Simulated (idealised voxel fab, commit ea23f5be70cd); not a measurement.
Process module heading - voxel tone inversion
cross-section cut | 150 nm wide | cells 5 nm
A cross-section is written here as square cells arranged in a grid, and it is given in bands from the top down, each band taking up one or more rows of cells. Each band's line starts with the height of the band's top and of its bottom, in nm. Then come its materials from left to right, each with its width in nm. One material with "all across" fills the band from edge to edge. "air" is empty space. Heads up on the height convention: 0 is the point under which the incoming wafer is all one material, and the lowest band has no bottom, it just keeps going down, like "0..down". Width: "30->40" (first number = top row, second number = bottom row, same change from row to row of cells). Basically "nothing altered" means that step didn't change any cell in the cross-section. "Closed void register" contains a list of empty spaces, each no smaller than 8 cells and without an open way to the top, written in the form width x height at distance with the distance from the left edge and all three in nm. Heads up: the bit after the settings on a step's line is the simulator's remark on that step. When a step includes a mask, the "overlay nm" setting on its line states how far to the right of its planned place that mask lay, and negative values state how far to the left. Read each pair as before and after one process step. The after cross-section shows only down to the lowest band that changed. The step between them and its settings are given below the pair. Pairs can come from different runs of this module on the same starting wafer. A pair continues from the pair above only where its "Pre-step cross-section" entry says so.
**Pre-step cross-section**
    0..down  Si all across
    Closed void register: none
**Post-Process View**
    5..0  SiN all across
    Anything lower than 0 is untouched.
    Closed void register: none
Quick note on the step between the two cross-sections above: CONFORMAL_DEP, material SiN, thk nm 5
Pre-step cross-section: This step starts from the configuration shown after the step in the pair immediately above.
**Post-Process View**
    20..5  aC all across
    Anything lower than 5 is untouched.
    Closed void register: none
Quick note on the step between the two cross-sections above: DIRECTIONAL_DEP, material aC, thk nm 15
Pre-step cross-section: This step starts from the configuration shown after the step in the pair immediately above.
**Post-Process View**
    45..20  air 40 nm; resist 25 nm; air 15 nm; resist 25 nm; air 45 nm
    Anything lower than 20 is untouched.
    Closed void register: none
Quick note on the step between the two cross-sections above: PATTERN, tone cover, mask id POSTS, material resist, width nm 25, pitch nm 40, thk nm 25, overlay nm 0
Pre-step cross-section: This step starts from the configuration shown after the step in the pair immediately above.
**Post-Process View**
    30..20  air 40 nm; resist 25 nm; air 15 nm; resist 25 nm; air 45 nm
    20..5  air 40 nm; aC 25 nm; air 15 nm; aC 25 nm; air 45 nm
    Anything lower than 5 is untouched.
    Closed void register: none
Quick note on the step between the two cross-sections above: DIRECTIONAL_ETCH, etch materials aC, depth nm 15
Pre-step cross-section: This step starts from the configuration shown after the step in the pair immediately above.
**Post-Process View**
    20..5  air 40 nm; aC 25 nm; air 15 nm; aC 25 nm; air 45 nm
    Anything lower than 5 is untouched.
    Closed void register: none
Quick note on the step between the two cross-sections above: STRIP, etch materials resist
Pre-step cross-section: This step starts from the configuration shown after the step in the pair immediately above.
**Post-Process View**
    30..20  SiO2 all across
    20..5  SiO2 40 nm; aC 25 nm; SiO2 15 nm; aC 25 nm; SiO2 45 nm
    Anything lower than 5 is untouched.
    Closed void register: none
Quick note on the step between the two cross-sections above: FILL_DEP, material SiO2, thk nm 10
Pre-step cross-section: This step starts from the configuration shown after the step in the pair immediately above.
**Post-Process View**
    20..5  SiO2 40 nm; aC 25 nm; SiO2 15 nm; aC 25 nm; SiO2 45 nm
    Anything lower than 5 is untouched.
    Closed void register: none
Quick note on the step between the two cross-sections above: CMP, height nm 20
Pre-step cross-section: This step starts from the configuration shown after the step in the pair immediately above.
**Post-Process View**
    20..5  SiO2 40 nm; air 25 nm; SiO2 15 nm; air 25 nm; SiO2 45 nm
    Anything lower than 5 is untouched.
    Closed void register: none
Quick note on the step between the two cross-sections above: STRIP, etch materials aC
**Pre-step cross-section**
    0..down  Si all across
    Closed void register: none
**Post-Process View**
    15..0  aC all across
    Anything lower than 0 is untouched.
    Closed void register: none
Quick note on the step between the two cross-sections above: DIRECTIONAL_DEP, material aC, thk nm 15
Pre-step cross-section: This step starts from the configuration shown after the step in the pair immediately above.
**Post-Process View**
    40..15  air 40 nm; resist 25 nm; air 15 nm; resist 25 nm; air 45 nm
    Anything lower than 15 is untouched.
    Closed void register: none
Quick note on the step between the two cross-sections above: PATTERN, tone cover, mask id POSTS, material resist, width nm 25, pitch nm 40, thk nm 25, overlay nm 0
Pre-step cross-section: This step starts from the configuration shown after the step in the pair immediately above.
**Post-Process View**
    25..15  air 40 nm; resist 25 nm; air 15 nm; resist 25 nm; air 45 nm
    15..0  air 40 nm; aC 25 nm; air 15 nm; aC 25 nm; air 45 nm
    Anything lower than 0 is untouched.
    Closed void register: none
Quick note on the step between the two cross-sections above: DIRECTIONAL_ETCH, etch materials aC, depth nm 15
Pre-step cross-section: This step starts from the configuration shown after the step in the pair immediately above.
**Post-Process View**
    15..0  air 40 nm; aC 25 nm; air 15 nm; aC 25 nm; air 45 nm
    Anything lower than 0 is untouched.
    Closed void register: none
Quick note on the step between the two cross-sections above: STRIP, etch materials resist
Pre-step cross-section: This step starts from the configuration shown after the step in the pair immediately above.
**Post-Process View**
    25..15  SiO2 all across
    15..0  SiO2 40 nm; aC 25 nm; SiO2 15 nm; aC 25 nm; SiO2 45 nm
    Anything lower than 0 is untouched.
    Closed void register: none
Quick note on the step between the two cross-sections above: FILL_DEP, material SiO2, thk nm 10
Pre-step cross-section: This step starts from the configuration shown after the step in the pair immediately above.
**Post-Process View**
    20..15  SiO2 all across
    Anything lower than 15 is untouched.
    Closed void register: none
Quick note on the step between the two cross-sections above: CMP, height nm 20
**Pre-step cross-section**
    15..0  aC all across
    0..down  Si all across
    Closed void register: none
**Post-Process View**
    20..15  SiN all across
    Anything lower than 15 is untouched.
    Closed void register: none
Quick note on the step between the two cross-sections above: CONFORMAL_DEP, material SiN, thk nm 5
Pre-step cross-section: This step starts from the configuration shown after the step in the pair immediately above.
**Post-Process View**
    45..20  air 40 nm; resist 25 nm; air 15 nm; resist 25 nm; air 45 nm
    Anything lower than 20 is untouched.
    Closed void register: none
Quick note on the step between the two cross-sections above: PATTERN, tone cover, mask id POSTS, material resist, width nm 25, pitch nm 40, thk nm 25, overlay nm 0
Pre-step cross-section: This step starts from the configuration shown after the step in the pair immediately above.
**Post-Process View**
    30..20  air 40 nm; resist 25 nm; air 15 nm; resist 25 nm; air 45 nm
    Anything lower than 20 is untouched.
    Closed void register: none
Quick note on the step between the two cross-sections above: DIRECTIONAL_ETCH, etch materials aC, depth nm 15
Pre-step cross-section: This step starts from the configuration shown after the step in the pair immediately above.
**Post-Process View**
    20..15  SiN all across
    Anything lower than 15 is untouched.
    Closed void register: none
Quick note on the step between the two cross-sections above: STRIP, etch materials resist
Pre-step cross-section: This step starts from the configuration shown after the step in the pair immediately above.
**Post-Process View**
    30..20  SiO2 all across
    Anything lower than 20 is untouched.
    Closed void register: none
Quick note on the step between the two cross-sections above: FILL_DEP, material SiO2, thk nm 10
Pre-step cross-section: This step starts from the configuration shown after the step in the pair immediately above.
**Post-Process View**
    20..15  SiN all across
    Anything lower than 15 is untouched.
    Closed void register: none
Quick note on the step between the two cross-sections above: CMP, height nm 20
**Pre-step cross-section**
    0..down  Si all across
    Closed void register: none
**Post-Process View**
    15..0  SiN all across
    Anything lower than 0 is untouched.
    Closed void register: none
Quick note on the step between the two cross-sections above: CONFORMAL_DEP, material SiN, thk nm 15
Pre-step cross-section: This step starts from the configuration shown after the step in the pair immediately above.
**Post-Process View**
    30..15  aC all across
    Anything lower than 15 is untouched.
    Closed void register: none
Quick note on the step between the two cross-sections above: DIRECTIONAL_DEP, material aC, thk nm 15
Pre-step cross-section: This step starts from the configuration shown after the step in the pair immediately above.
**Post-Process View**
    55..30  air 40 nm; resist 25 nm; air 15 nm; resist 25 nm; air 45 nm
    Anything lower than 30 is untouched.
    Closed void register: none
Quick note on the step between the two cross-sections above: PATTERN, tone cover, mask id POSTS, material resist, width nm 25, pitch nm 40, thk nm 25, overlay nm 0
Pre-step cross-section: This step starts from the configuration shown after the step in the pair immediately above.
**Post-Process View**
    40..30  air 40 nm; resist 25 nm; air 15 nm; resist 25 nm; air 45 nm
    30..15  air 40 nm; aC 25 nm; air 15 nm; aC 25 nm; air 45 nm
    Anything lower than 15 is untouched.
    Closed void register: none
Quick note on the step between the two cross-sections above: DIRECTIONAL_ETCH, etch materials aC, depth nm 15
Pre-step cross-section: This step starts from the configuration shown after the step in the pair immediately above.
**Post-Process View**
    30..15  air 40 nm; aC 25 nm; air 15 nm; aC 25 nm; air 45 nm
    Anything lower than 15 is untouched.
    Closed void register: none
Quick note on the step between the two cross-sections above: STRIP, etch materials resist
Pre-step cross-section: This step starts from the configuration shown after the step in the pair immediately above.
**Post-Process View**
    40..30  SiO2 all across
    30..15  SiO2 40 nm; aC 25 nm; SiO2 15 nm; aC 25 nm; SiO2 45 nm
    Anything lower than 15 is untouched.
    Closed void register: none
Quick note on the step between the two cross-sections above: FILL_DEP, material SiO2, thk nm 10
Pre-step cross-section: This step starts from the configuration shown after the step in the pair immediately above.
**Post-Process View**
    20..15  SiO2 40 nm; aC 25 nm; SiO2 15 nm; aC 25 nm; SiO2 45 nm
    Anything lower than 15 is untouched.
    Closed void register: none
Quick note on the step between the two cross-sections above: CMP, height nm 20
Pre-step cross-section: This step starts from the configuration shown after the step in the pair immediately above.
**Post-Process View**
    20..15  SiO2 40 nm; air 25 nm; SiO2 15 nm; air 25 nm; SiO2 45 nm
    Anything lower than 15 is untouched.
    Closed void register: none
Quick note on the step between the two cross-sections above: STRIP, etch materials aC
**Pre-step cross-section**
    20..5  aC all across
    5..0  SiN all across
    0..down  Si all across
    Closed void register: none
**Post-Process View**
    45..20  air 45 nm; resist 15 nm; air 25 nm; resist 15 nm; air 50 nm
    Anything lower than 20 is untouched.
    Closed void register: none
Quick note on the step between the two cross-sections above: PATTERN, tone cover, mask id POSTS, material resist, width nm 15, pitch nm 40, thk nm 25, overlay nm 0
Pre-step cross-section: This step starts from the configuration shown after the step in the pair immediately above.
**Post-Process View**
    30..20  air 45 nm; resist 15 nm; air 25 nm; resist 15 nm; air 50 nm
    20..5  air 45 nm; aC 15 nm; air 25 nm; aC 15 nm; air 50 nm
    Anything lower than 5 is untouched.
    Closed void register: none
Quick note on the step between the two cross-sections above: DIRECTIONAL_ETCH, etch materials aC, depth nm 15
Pre-step cross-section: This step starts from the configuration shown after the step in the pair immediately above.
**Post-Process View**
    20..5  air 45 nm; aC 15 nm; air 25 nm; aC 15 nm; air 50 nm
    Anything lower than 5 is untouched.
    Closed void register: none
Quick note on the step between the two cross-sections above: STRIP, etch materials resist
Pre-step cross-section: This step starts from the configuration shown after the step in the pair immediately above.
**Post-Process View**
    30..20  SiO2 all across
    20..5  SiO2 45 nm; aC 15 nm; SiO2 25 nm; aC 15 nm; SiO2 50 nm
    Anything lower than 5 is untouched.
    Closed void register: none
Quick note on the step between the two cross-sections above: FILL_DEP, material SiO2, thk nm 10
Pre-step cross-section: This step starts from the configuration shown after the step in the pair immediately above.
**Post-Process View**
    20..5  SiO2 45 nm; aC 15 nm; SiO2 25 nm; aC 15 nm; SiO2 50 nm
    Anything lower than 5 is untouched.
    Closed void register: none
Quick note on the step between the two cross-sections above: CMP, height nm 20
Pre-step cross-section: This step starts from the configuration shown after the step in the pair immediately above.
**Post-Process View**
    20..5  SiO2 45 nm; air 15 nm; SiO2 25 nm; air 15 nm; SiO2 50 nm
    Anything lower than 5 is untouched.
    Closed void register: none
Quick note on the step between the two cross-sections above: STRIP, etch materials aC
**Pre-step cross-section**
    20..5  aC all across
    5..0  SiN all across
    0..down  Si all across
    Closed void register: none
**Post-Process View**
    45..20  air 30 nm; resist 25 nm; air 15 nm; resist 25 nm; air 55 nm
    Anything lower than 20 is untouched.
    Closed void register: none
Quick note on the step between the two cross-sections above: PATTERN, tone cover, mask id POSTS, material resist, width nm 25, pitch nm 40, thk nm 25, overlay nm -10
Pre-step cross-section: This step starts from the configuration shown after the step in the pair immediately above.
**Post-Process View**
    30..20  air 30 nm; resist 25 nm; air 15 nm; resist 25 nm; air 55 nm
    20..5  air 30 nm; aC 25 nm; air 15 nm; aC 25 nm; air 55 nm
    Anything lower than 5 is untouched.
    Closed void register: none
Quick note on the step between the two cross-sections above: DIRECTIONAL_ETCH, etch materials aC, depth nm 15
Pre-step cross-section: This step starts from the configuration shown after the step in the pair immediately above.
**Post-Process View**
    20..5  air 30 nm; aC 25 nm; air 15 nm; aC 25 nm; air 55 nm
    Anything lower than 5 is untouched.
    Closed void register: none
Quick note on the step between the two cross-sections above: STRIP, etch materials resist
Pre-step cross-section: This step starts from the configuration shown after the step in the pair immediately above.
**Post-Process View**
    30..20  SiO2 all across
    20..5  SiO2 30 nm; aC 25 nm; SiO2 15 nm; aC 25 nm; SiO2 55 nm
    Anything lower than 5 is untouched.
    Closed void register: none
Quick note on the step between the two cross-sections above: FILL_DEP, material SiO2, thk nm 10
Pre-step cross-section: This step starts from the configuration shown after the step in the pair immediately above.
**Post-Process View**
    20..5  SiO2 30 nm; aC 25 nm; SiO2 15 nm; aC 25 nm; SiO2 55 nm
    Anything lower than 5 is untouched.
    Closed void register: none
Quick note on the step between the two cross-sections above: CMP, height nm 20
Pre-step cross-section: This step starts from the configuration shown after the step in the pair immediately above.
**Post-Process View**
    20..5  SiO2 30 nm; air 25 nm; SiO2 15 nm; air 25 nm; SiO2 55 nm
    Anything lower than 5 is untouched.
    Closed void register: none
Quick note on the step between the two cross-sections above: STRIP, etch materials aC
**Pre-step cross-section**
    0..down  Si all across
    Closed void register: none
**Post-Process View**
    5..0  SiO2 all across
    Anything lower than 0 is untouched.
    Closed void register: none
Quick note on the step between the two cross-sections above: CONFORMAL_DEP, material SiO2, thk nm 5
Pre-step cross-section: This step starts from the configuration shown after the step in the pair immediately above.
**Post-Process View**
    20..5  aC all across
    Anything lower than 5 is untouched.
    Closed void register: none
Quick note on the step between the two cross-sections above: DIRECTIONAL_DEP, material aC, thk nm 15
Pre-step cross-section: This step starts from the configuration shown after the step in the pair immediately above.
**Post-Process View**
    45..20  air 40 nm; resist 25 nm; air 15 nm; resist 25 nm; air 45 nm
    Anything lower than 20 is untouched.
    Closed void register: none
Quick note on the step between the two cross-sections above: PATTERN, tone cover, mask id POSTS, material resist, width nm 25, pitch nm 40, thk nm 25, overlay nm 0
Pre-step cross-section: This step starts from the configuration shown after the step in the pair immediately above.
**Post-Process View**
    30..20  air 40 nm; resist 25 nm; air 15 nm; resist 25 nm; air 45 nm
    20..5  air 40 nm; aC 25 nm; air 15 nm; aC 25 nm; air 45 nm
    Anything lower than 5 is untouched.
    Closed void register: none
Quick note on the step between the two cross-sections above: DIRECTIONAL_ETCH, etch materials aC, depth nm 15
Pre-step cross-section: This step starts from the configuration shown after the step in the pair immediately above.
**Post-Process View**
    20..5  air 40 nm; aC 25 nm; air 15 nm; aC 25 nm; air 45 nm
    Anything lower than 5 is untouched.
    Closed void register: none
Quick note on the step between the two cross-sections above: STRIP, etch materials resist
Pre-step cross-section: This step starts from the configuration shown after the step in the pair immediately above.
**Post-Process View**
    30..20  SiO2 all across
    20..5  SiO2 40 nm; aC 25 nm; SiO2 15 nm; aC 25 nm; SiO2 45 nm
    Anything lower than 5 is untouched.
    Closed void register: none
Quick note on the step between the two cross-sections above: FILL_DEP, material SiO2, thk nm 10
Pre-step cross-section: This step starts from the configuration shown after the step in the pair immediately above.
**Post-Process View**
    20..5  SiO2 40 nm; aC 25 nm; SiO2 15 nm; aC 25 nm; SiO2 45 nm
    Anything lower than 5 is untouched.
    Closed void register: none
Quick note on the step between the two cross-sections above: CMP, height nm 20
Pre-step cross-section: This step starts from the configuration shown after the step in the pair immediately above.
**Post-Process View**
    20..5  SiO2 40 nm; air 25 nm; SiO2 15 nm; air 25 nm; SiO2 45 nm
    Anything lower than 5 is untouched.
    Closed void register: none
Quick note on the step between the two cross-sections above: STRIP, etch materials aC
**Pre-step cross-section**
    20..5  aC all across
    5..0  SiN all across
    0..down  Si all across
    Closed void register: none
**Post-Process View**
    45..20  resist 40 nm; air 25 nm; resist 15 nm; air 25 nm; resist 45 nm
    Anything lower than 20 is untouched.
    Closed void register: none
Quick note on the step between the two cross-sections above: PATTERN, tone open, mask id POSTS, material resist, width nm 25, pitch nm 40, thk nm 25, overlay nm 0
Pre-step cross-section: This step starts from the configuration shown after the step in the pair immediately above.
**Post-Process View**
    30..20  resist 40 nm; air 25 nm; resist 15 nm; air 25 nm; resist 45 nm
    20..5  aC 40 nm; air 25 nm; aC 15 nm; air 25 nm; aC 45 nm
    Anything lower than 5 is untouched.
    Closed void register: none
Quick note on the step between the two cross-sections above: DIRECTIONAL_ETCH, etch materials aC, depth nm 15
Pre-step cross-section: This step starts from the configuration shown after the step in the pair immediately above.
**Post-Process View**
    20..5  aC 40 nm; air 25 nm; aC 15 nm; air 25 nm; aC 45 nm
    Anything lower than 5 is untouched.
    Closed void register: none
Quick note on the step between the two cross-sections above: STRIP, etch materials resist
Pre-step cross-section: This step starts from the configuration shown after the step in the pair immediately above.
**Post-Process View**
    30..20  SiO2 all across
    20..5  aC 40 nm; SiO2 25 nm; aC 15 nm; SiO2 25 nm; aC 45 nm
    Anything lower than 5 is untouched.
    Closed void register: none
Quick note on the step between the two cross-sections above: FILL_DEP, material SiO2, thk nm 10
Pre-step cross-section: This step starts from the configuration shown after the step in the pair immediately above.
**Post-Process View**
    20..5  aC 40 nm; SiO2 25 nm; aC 15 nm; SiO2 25 nm; aC 45 nm
    Anything lower than 5 is untouched.
    Closed void register: none
Quick note on the step between the two cross-sections above: CMP, height nm 20
Pre-step cross-section: This step starts from the configuration shown after the step in the pair immediately above.
**Post-Process View**
    20..5  air 40 nm; SiO2 25 nm; air 15 nm; SiO2 25 nm; air 45 nm
    Anything lower than 5 is untouched.
    Closed void register: none
Quick note on the step between the two cross-sections above: STRIP, etch materials aC
